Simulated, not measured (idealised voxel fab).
process module | voxel transistor to metal
cross-section cut | 185 nm wide | cells 5 nm
A cross-section is a grid of square cells, given in bands from the top down. A band is one or more rows of cells.
Each band's line starts with the height of the band's top and of its bottom, in nm. Then come its materials from left to right, each with its width in nm. One material with "throughout" fills the band from edge to edge. "air" is empty space.
Height 0 is the level under which the wafer as received is all one material. The lowest band goes on downwards, as in "0 down".
A width such as "30 to 40" changes by the same amount from each row of cells to the next, from the band's top row to its bottom row.
"no change" after a step means that no cell of the cross-section changed.
closed voids: empty space of 8 cells or more with no open way to the top, each as width x height at its distance from the left edge, in nm
after a step's settings: what the simulator itself notes on the step
overlay nm, on a step with a mask: how far to the right of its planned place the mask lay; to the left if negative
plan
1 op RECEIVE | material Si
2 op CONFORMAL_DEP | material SiO2 | thk nm 5
3 op CONFORMAL_DEP | material SiN | thk nm 10
4 op DIRECTIONAL_DEP | material aC | thk nm 10
5 op PATTERN | tone cover | mask id ACTIVE | material resist | width nm 100 | thk nm 25 | overlay nm 0
6 op DIRECTIONAL_ETCH | etch materials aC | depth nm 10
7 op STRIP | etch materials resist
8 op DIRECTIONAL_ETCH | etch materials SiN | depth nm 10
9 op DIRECTIONAL_ETCH | etch materials SiO2 | depth nm 5
10 op DIRECTIONAL_ETCH | etch materials Si | depth nm 25
11 op STRIP | etch materials aC
12 op OXIDIZE | depth nm 5
13 op FILL_DEP | material SiO2 | thk nm 5
14 op CMP | height nm 15
15 op SELECTIVE_ETCH | etch materials SiO2 | depth nm 5
16 op STRIP | etch materials SiN
17 op SELECTIVE_ETCH | etch materials SiO2 | depth nm 5
18 op OXIDIZE | depth nm 5
19 op DIRECTIONAL_DEP | material polySi | thk nm 30
20 op DIRECTIONAL_DEP | material SiCN | thk nm 15
21 op DIRECTIONAL_DEP | material aC | thk nm 15
22 op PATTERN | tone cover | mask id GATE | material resist | width nm 30 | thk nm 35 | overlay nm 0
23 op DIRECTIONAL_ETCH | etch materials aC | depth nm 15
24 op STRIP | etch materials resist
25 op DIRECTIONAL_ETCH | etch materials SiCN | depth nm 25
26 op DIRECTIONAL_ETCH | etch materials polySi | depth nm 40
27 op STRIP | etch materials aC
28 op CONFORMAL_DEP | material SiN | thk nm 5
29 op DIRECTIONAL_ETCH | etch materials SiN | depth nm 5
30 op DIRECTIONAL_ETCH | etch materials SiO2 | depth nm 5
31 op DIRECTIONAL_ETCH | etch materials Si | depth nm 10
32 op EPI | material SiGe | thk nm 10
33 op FILL_DEP | material SiO2 | thk nm 5
34 op CMP | height nm 30
35 op STRIP | etch materials polySi
36 op SELECTIVE_ETCH | etch materials SiO2 | depth nm 5
37 op CONFORMAL_DEP | material HfO2 | thk nm 5
38 op CONFORMAL_DEP | material TiN | thk nm 5
39 op FILL_DEP | material W | thk nm 5
40 op CMP | height nm 25
41 op DIRECTIONAL_DEP | material SiO2 | thk nm 15
42 op PATTERN | tone open | mask id CONTACT | material resist | width nm 15 | pitch nm 75 | thk nm 20 | overlay nm 0
43 op DIRECTIONAL_ETCH | etch materials SiO2 | depth nm 45
44 op STRIP | etch materials resist
45 op CONFORMAL_DEP | material TiN | thk nm 5
46 op FILL_DEP | material W | thk nm 10
47 op CMP | height nm 40
48 op CONFORMAL_DEP | material SiCN | thk nm 5
49 op DIRECTIONAL_DEP | material lowk | thk nm 15
50 op MASKED_ETCH | tone open | mask id METAL_1 | width nm 15 | pitch nm 75 | etch materials lowk | depth nm 15 | overlay nm 0
51 op MASKED_ETCH | tone open | mask id METAL_1 | width nm 15 | pitch nm 75 | etch materials SiCN | depth nm 5 | overlay nm 0
52 op CONFORMAL_DEP | material TiN | thk nm 5
53 op FILL_DEP | material Cu | thk nm 5
54 op CMP | height nm 60
55 op CONFORMAL_DEP | material SiCN | thk nm 5
56 op DIRECTIONAL_DEP | material lowk | thk nm 35
57 op DIRECTIONAL_DEP | material aC | thk nm 10
58 op PATTERN | tone open | mask id METAL_2 | material resist | width nm 15 | pitch nm 75 | thk nm 25 | overlay nm 0
59 op DIRECTIONAL_ETCH | etch materials aC | depth nm 10
60 op STRIP | etch materials resist
61 op DIRECTIONAL_ETCH | etch materials lowk | depth nm 20
62 op STRIP | etch materials aC
63 op DIRECTIONAL_DEP | material aC | thk nm 15
64 op PATTERN | tone open | mask id METAL_2_HOLES | material resist | width nm 15 | pitch nm 75 | thk nm 30 | overlay nm 0
65 op DIRECTIONAL_ETCH | etch materials aC | depth nm 15
66 op STRIP | etch materials resist
67 op DIRECTIONAL_ETCH | etch materials lowk | depth nm 15
68 op DIRECTIONAL_ETCH | etch materials SiCN | depth nm 5
69 op STRIP | etch materials aC
70 op CONFORMAL_DEP | material TiN | thk nm 5
71 op FILL_DEP | material Cu | thk nm 10
72 op CMP | height nm 100
73 op CONFORMAL_DEP | material SiCN | thk nm 5
as received, after step 1
  0 down: Si throughout
  closed voids: none
a wafer at the end: this start, this plan, one mistake
  105 to 100: SiCN throughout
  100 to 65: lowk 45 | TiN 5 | Cu 5 | TiN 5 | lowk 60 | TiN 5 | Cu 5 | TiN 5 | lowk 50
  65 to 60: SiCN 45 | TiN 15 | SiCN 60 | TiN 15 | SiCN 50
  60 to 45: lowk 45 | TiN 5 | Cu 5 | TiN 5 | lowk 60 | TiN 5 | Cu 5 | TiN 5 | lowk 50
  45 to 40: SiCN 45 | TiN 15 | SiCN 60 | TiN 15 | SiCN 50
  40 to 35: W 60 | TiN 25 | W 10 | TiN 25 | W 65
  35 to 30: TiN 65 | HfO2 15 | TiN 5 | W 10 | TiN 5 | HfO2 15 | TiN 70
  30 to 25: HfO2 70 | SiN 5 | HfO2 5 | TiN 5 | W 10 | TiN 5 | HfO2 5 | SiN 5 | HfO2 75
  25 to 5: SiO2 70 | SiN 5 | HfO2 5 | TiN 5 | W 10 | TiN 5 | HfO2 5 | SiN 5 | SiO2 75
  5 to 0: SiO2 35 | SiN 5 | SiO2 20 | SiGe 10 | SiN 5 | HfO2 5 | TiN 20 | HfO2 5 | SiN 5 | SiGe 10 | SiO2 20 | SiN 5 | SiO2 40
  0 to -5: SiO2 60 | SiGe 10 | HfO2 40 | SiGe 10 | SiO2 65
  -5 to -15: SiO2 45 | SiGe 25 | Si 40 | SiGe 25 | SiO2 50
  -15 to -30: SiO2 45 | Si 90 | SiO2 50
  -30 down: Si throughout
  closed voids: none
what went wrong: step 40 was left out
